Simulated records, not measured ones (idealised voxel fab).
process module | voxel tone inversion
cross-section cut | 260 nm wide | cells 5 nm
A cross-section is a grid of square cells, given in bands from the top down. A band is one or more rows of cells.
Each band's line starts with the height of the band's top and of its bottom, in nm. Then come its materials from left to right, each with its width in nm. One material with "throughout" fills the band from edge to edge. "air" is empty space.
Height 0 is the level under which the wafer as received is all one material. The lowest band goes on downwards, as in "0 down".
A width such as "30 to 40" changes by the same amount from each row of cells to the next, from the band's top row to its bottom row.
"no change" after a step means that no cell of the cross-section changed.
closed voids: empty space of 8 cells or more with no open way to the top, each as width x height at its distance from the left edge, in nm
after a step's settings: what the simulator itself notes on the step
overlay nm, on a step with a mask: how far to the right of its planned place the mask lay; to the left if negative
plan
1 op RECEIVE | material Si
2 op CONFORMAL_DEP | material SiN | thk nm 10
3 op DIRECTIONAL_DEP | material aC | thk nm 25
4 op PATTERN | tone cover | mask id POSTS | material resist | width nm 25 | pitch nm 50 | thk nm 30 | overlay nm 0
5 op DIRECTIONAL_ETCH | etch materials aC | depth nm 25
6 op STRIP | etch materials resist
7 op FILL_DEP | material SiO2 | thk nm 5
8 op CMP | height nm 35
9 op STRIP | etch materials aC
as received, after step 1
  0 down: Si throughout
  closed voids: none
a wafer at the end: this start, this plan, one mistake
  30 to 10: SiO2 65 | air 25 | SiO2 25 | air 25 | SiO2 25 | air 25 | SiO2 70
  10 to 0: SiN throughout
  0 down: Si throughout
  closed voids: none
what went wrong: step 8 ran as: op CMP | height nm 30
